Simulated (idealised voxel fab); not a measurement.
The document below concerns the process module designated voxel capacitor over wiring.
The cross-section on display is named cut; it measures 240 nm wide, and its cells are 5 nm squares.
In this document a cross-section is written as a grid of square cells. It is given as a series of bands, listed from the top down, and a band is one or more rows of cells.
Band: top and bottom heights (nm) first, top before bottom; then materials from left to right, widths in nm. "all across" marks a sole material filling the band edge to edge. "blank" denotes empty space.
Where do heights start? At 0: under that level the wafer as delivered is made of one material only. And the lowest band has no floor; it just carries on downward, as in "z 0 and below".
The width entry "30->40" should be interpreted row by row: the top row of cells in the band takes the first number, the bottom row takes the second number, and the change between adjacent rows is uniform throughout.
Where the words "remained unchanged" appear for a step, the cross-section shows no cell changed by that step; every cell remained as before.
For the entry "Voids, sealed", the listed items are empty spaces with no open way to the top whose size is 8 cells or more; each item follows the pattern width x height at distance, where distance is from the left edge and all three are in nm.
On each step's line, the part that comes after the settings is the simulator's own comment on the step.
overlay nm: for a step with a mask, the amount by which the mask lay right of where it was planned; a negative amount means left of it.
-- Planned process steps
1) RECEIVE (material Si)
2) CONFORMAL_DEP (material SiO2; thk nm 15)
3) CONFORMAL_DEP (material SiN; thk nm 5)
4) DIRECTIONAL_DEP (material SiO2; thk nm 15)
5) MASKED_ETCH (tone open; mask id METAL_1; width nm 20; pitch nm 70; etch materials SiO2; depth nm 15; overlay nm 0)
6) MASKED_ETCH (tone open; mask id METAL_1; width nm 20; pitch nm 70; etch materials SiN; depth nm 5; overlay nm 0)
7) CONFORMAL_DEP (material TiN; thk nm 5)
8) FILL_DEP (material W; thk nm 5)
9) CMP (height nm 35)
10) CONFORMAL_DEP (material SiCN; thk nm 5)
11) DIRECTIONAL_DEP (material SiO2; thk nm 10)
12) PATTERN (tone open; mask id PLUG_1; material resist; width nm 15; thk nm 20; overlay nm 0)
13) DIRECTIONAL_ETCH (etch materials SiO2; depth nm 10)
14) DIRECTIONAL_ETCH (etch materials SiCN; depth nm 5)
15) STRIP (etch materials resist)
16) CONFORMAL_DEP (material TiN; thk nm 5)
17) FILL_DEP (material Cu; thk nm 5)
18) CMP (height nm 50)
19) DIRECTIONAL_DEP (material TiN; thk nm 5)
20) DIRECTIONAL_DEP (material Al2O3; thk nm 5)
21) DIRECTIONAL_DEP (material TiN; thk nm 5)
22) MASKED_ETCH (tone cover; mask id UPPER_PLATE; width nm 55; etch materials TiN; depth nm 5; overlay nm 0)
23) MASKED_ETCH (tone cover; mask id UPPER_PLATE; width nm 55; etch materials Al2O3; depth nm 5; overlay nm 0)
24) DIRECTIONAL_DEP (material aC; thk nm 15)
25) PATTERN (tone cover; mask id LOWER_PLATE; material resist; width nm 65; thk nm 35; overlay nm 0)
26) DIRECTIONAL_ETCH (etch materials aC; depth nm 15)
27) STRIP (etch materials resist)
28) DIRECTIONAL_ETCH (etch materials TiN; depth nm 5)
29) STRIP (etch materials aC)
30) FILL_DEP (material SiO2; thk nm 20)
31) CMP (height nm 80)
32) MASKED_ETCH (tone open; mask id PLUG_2; width nm 15; etch materials SiO2; depth nm 15; overlay nm 0)
33) CONFORMAL_DEP (material TiN; thk nm 5)
34) FILL_DEP (material Cu; thk nm 5)
35) CMP (height nm 80)
36) CONFORMAL_DEP (material SiN; thk nm 5)
-- Cross-section, incoming material, after step 1
  z 0 and below | Si all across
  Voids, sealed: none
-- Final cross-section, module run with one mistake (start and plan as above)
  z 85 to 80 | SiN all across
  z 80 to 70 | 90 nm SiO2 / 5 nm TiN / 5 nm Cu / 5 nm TiN / 135 nm SiO2
  z 70 to 60 | 90->85 nm SiO2 / 15->50 nm TiN / 135->105 nm SiO2
  z 60 to 55 | 80 nm SiO2 / 55 nm Al2O3 / 105 nm SiO2
  z 55 to 50 | 75 nm SiO2 / 65 nm TiN / 100 nm SiO2
  z 50 to 40 | 80 nm SiO2 / 5 nm TiN / 5 nm Cu / 5 nm TiN / 145 nm SiO2
  z 40 to 35 | 80 nm SiCN / 15 nm TiN / 145 nm SiCN
  z 35 to 20 | 75 nm SiO2 / 5 nm TiN / 10 nm W / 5 nm TiN / 50 nm SiO2 / 5 nm TiN / 10 nm W / 5 nm TiN / 75 nm SiO2
  z 20 to 15 | 75 nm SiN / 20 nm TiN / 50 nm SiN / 20 nm TiN / 75 nm SiN
  z 15 to 0 | SiO2 all across
  z 0 and below | Si all across
  Voids, sealed: none
Deviation from plan: step 22 ran differently from the plan; actual operation with settings: MASKED_ETCH (tone cover; mask id UPPER_PLATE; width nm 50; etch materials TiN; depth nm 5; overlay nm 0)
